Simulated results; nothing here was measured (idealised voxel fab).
Name of the process module below: voxel transistor to metal
For reference, the cross-section in this document is cut, with width 200 nm and square cells of 5 nm.
The cross-sections in this document take the form of a grid made of square cells. They are written out as bands, in order from top to bottom. Each band consists of one or more rows of cells.
The band entry comprises the height of the band's top followed by the height of its bottom, expressed in nm, and subsequently the band's materials from left to right, each stated together with its width in nm. Where a single material is marked with the word "throughout", that material fills the band from edge to edge. The word "blank" represents empty space.
For the purposes of this specification, 0 denotes the height below which the wafer in its as-received condition is composed wholly of one material, and the lowermost band, lacking a lower limit, extends downward without end, as expressed in "0 nm and below".
You'd read "30..40" like this: the band's top row of cells is as wide as the first number, its bottom row is as wide as the second, and going down, every row changes width by the same amount as the row before did.
Any step labelled "identical to before" changed none of the cells in the cross-section.
The list in "Sealed internal voids" covers empty spaces of 8 cells or more that cannot reach the top through any open way, and it gives each as width x height at distance; the distance is from the left edge, and width, height and distance are in nm.
It should be noted that, on the line of a given step, the content following the step's settings is a remark produced by the simulator itself with respect to that step.
overlay nm: mask right of planned place by this much (step with mask). Neg. = left.

## Planned step list for the process
| 1 | RECEIVE: material Si |
| 2 | CONFORMAL_DEP: material SiO2, thk nm 5 |
| 3 | CONFORMAL_DEP: material SiN, thk nm 10 |
| 4 | MASKED_ETCH: tone cover, mask id ACTIVE, width nm 135, etch materials SiN, depth nm 10, overlay nm 0 |
| 5 | MASKED_ETCH: tone cover, mask id ACTIVE, width nm 135, etch materials SiO2, depth nm 5, overlay nm 0 |
| 6 | MASKED_ETCH: tone cover, mask id ACTIVE, width nm 135, etch materials Si, depth nm 35, overlay nm 0 |
| 7 | OXIDIZE: depth nm 5 |
| 8 | FILL_DEP: material SiO2, thk nm 10 |
| 9 | CMP: height nm 15 |
| 10 | SELECTIVE_ETCH: etch materials SiO2, depth nm 5 |
| 11 | STRIP: etch materials SiN |
| 12 | SELECTIVE_ETCH: etch materials SiO2, depth nm 5 |
| 13 | OXIDIZE: depth nm 5 |
| 14 | DIRECTIONAL_DEP: material polySi, thk nm 30 |
| 15 | DIRECTIONAL_DEP: material SiCN, thk nm 15 |
| 16 | DIRECTIONAL_DEP: material aC, thk nm 15 |
| 17 | PATTERN: tone cover, mask id GATE, material resist, width nm 35, thk nm 35, overlay nm 0 |
| 18 | DIRECTIONAL_ETCH: etch materials aC, depth nm 15 |
| 19 | STRIP: etch materials resist |
| 20 | DIRECTIONAL_ETCH: etch materials SiCN, depth nm 25 |
| 21 | DIRECTIONAL_ETCH: etch materials polySi, depth nm 40 |
| 22 | STRIP: etch materials aC |
| 23 | CONFORMAL_DEP: material SiO2, thk nm 5 |
| 24 | DIRECTIONAL_ETCH: etch materials SiO2, depth nm 5 |
| 25 | CONFORMAL_DEP: material SiN, thk nm 10 |
| 26 | DIRECTIONAL_ETCH: etch materials SiN, depth nm 10 |
| 27 | DIRECTIONAL_ETCH: etch materials SiO2, depth nm 5 |
| 28 | DIRECTIONAL_ETCH: etch materials Si, depth nm 5 |
| 29 | EPI: material pSi, thk nm 5 |
| 30 | FILL_DEP: material SiO2, thk nm 5 |
| 31 | CMP: height nm 30 |
| 32 | STRIP: etch materials polySi |
| 33 | SELECTIVE_ETCH: etch materials SiO2, depth nm 5 |
| 34 | CONFORMAL_DEP: material HfO2, thk nm 5 |
| 35 | CONFORMAL_DEP: material TiN, thk nm 5 |
| 36 | FILL_DEP: material W, thk nm 5 |
| 37 | CMP: height nm 25 |
| 38 | DIRECTIONAL_DEP: material SiO2, thk nm 10 |
| 39 | PATTERN: tone open, mask id CONTACT, material resist, width nm 20, pitch nm 95, thk nm 15, overlay nm 0 |
| 40 | DIRECTIONAL_ETCH: etch materials SiO2, depth nm 40 |
| 41 | STRIP: etch materials resist |
| 42 | CONFORMAL_DEP: material TiN, thk nm 5 |
| 43 | FILL_DEP: material W, thk nm 10 |
| 44 | CMP: height nm 35 |
| 45 | DIRECTIONAL_DEP: material TiN, thk nm 5 |
| 46 | DIRECTIONAL_DEP: material Ru, thk nm 15 |
| 47 | MASKED_ETCH: tone cover, mask id METAL_1, width nm 20, pitch nm 95, etch materials Ru, depth nm 15, overlay nm 0 |
| 48 | MASKED_ETCH: tone cover, mask id METAL_1, width nm 20, pitch nm 95, etch materials TiN, depth nm 5, overlay nm 0 |
| 49 | CONFORMAL_DEP: material SiN, thk nm 5 |
| 50 | FILL_DEP: material lowk, thk nm 5 |
| 51 | CMP: height nm 55 |
| 52 | CONFORMAL_DEP: material SiCN, thk nm 5 |

## Wafer cross-section on receipt, i.e. after step 1
    0 nm and below | Si throughout
    Sealed internal voids: none

## Module complete - cross-section of the first of two wafers, run according to plan
    60 nm to 55 nm | SiCN throughout
    55 nm to 40 nm | 35 of lowk  5 of SiN  20 of Ru  5 of SiN  65 of lowk  5 of SiN  20 of Ru  5 of SiN  40 of lowk
    40 nm to 35 nm | 40 of SiN  20 of TiN  75 of SiN  20 of TiN  45 of SiN
    35 nm to 25 nm | 40 of SiO2  5 of TiN  10 of W  5 of TiN  75 of SiO2  5 of TiN  10 of W  5 of TiN  45 of SiO2
    25 nm to 5 nm | 40 of SiO2  5 of TiN  10 of W  5 of TiN  5 of SiO2  10 of SiN  5 of HfO2  5 of TiN  25 of W  5 of TiN  5 of HfO2  10 of SiN  5 of SiO2  5 of TiN  10 of W  5 of TiN  45 of SiO2
    5 nm to 0 nm | 30 of SiO2  10 of SiN  10 of TiN  5 of W  5 of TiN  5 of SiO2  10 of SiN  5 of HfO2  35 of TiN  5 of HfO2  10 of SiN  5 of SiO2  5 of TiN  5 of W  10 of TiN  10 of SiN  35 of SiO2
    0 nm to -5 nm | 40 of SiO2  5 of pSi  15 of TiN  5 of pSi  10 of SiO2  45 of HfO2  10 of SiO2  5 of pSi  15 of TiN  5 of pSi  45 of SiO2
    -5 nm to -10 nm | 35 of SiO2  5 of Si  25 of pSi  65 of Si  25 of pSi  5 of Si  40 of SiO2
    -10 nm to -40 nm | 35 of SiO2  125 of Si  40 of SiO2
    -40 nm and below | Si throughout
    Sealed internal voids: none

## This is the second of the two wafers, cross-sectioned at the end of the module; it started exactly like the first and was given the same plan, but it was run with one mistake
    60 nm to 55 nm | SiCN throughout
    55 nm to 40 nm | 35 of lowk  5 of SiN  20 of Ru  5 of SiN  65 of lowk  5 of SiN  20 of Ru  5 of SiN  40 of lowk
    40 nm to 35 nm | 40 of SiN  20 of TiN  75 of SiN  20 of TiN  45 of SiN
    35 nm to 30 nm | 45 of TiN  10 of W  85 of TiN  10 of W  50 of TiN
    30 nm to 20 nm | 40 of SiO2  5 of TiN  10 of W  5 of TiN  75 of SiO2  5 of TiN  10 of W  5 of TiN  45 of SiO2
    20 nm to 5 nm | 40 of SiO2  5 of TiN  10 of W  5 of TiN  5 of SiO2  10 of SiN  5 of HfO2  5 of TiN  25 of W  5 of TiN  5 of HfO2  10 of SiN  5 of SiO2  5 of TiN  10 of W  5 of TiN  45 of SiO2
    5 nm to 0 nm | 30 of SiO2  10 of SiN  10 of TiN  5 of W  5 of TiN  5 of SiO2  10 of SiN  5 of HfO2  35 of TiN  5 of HfO2  10 of SiN  5 of SiO2  5 of TiN  5 of W  10 of TiN  10 of SiN  35 of SiO2
    0 nm to -5 nm | 40 of SiO2  5 of pSi  15 of TiN  5 of pSi  10 of SiO2  45 of HfO2  10 of SiO2  5 of pSi  15 of TiN  5 of pSi  45 of SiO2
    -5 nm to -10 nm | 35 of SiO2  5 of Si  25 of pSi  65 of Si  25 of pSi  5 of Si  40 of SiO2
    -10 nm to -40 nm | 35 of SiO2  125 of Si  40 of SiO2
    -40 nm and below | Si throughout
    Sealed internal voids: none
Where did the run depart from the plan? step 37 did not use the planned setting and instead ran as CMP: height nm 20
At the finish, the second wafer shows more or fewer cells for some materials than the first does: 2 fewer of HfO2; 4 fewer of SiN; 19 fewer of SiO2; 30 more of TiN; 5 fewer of W
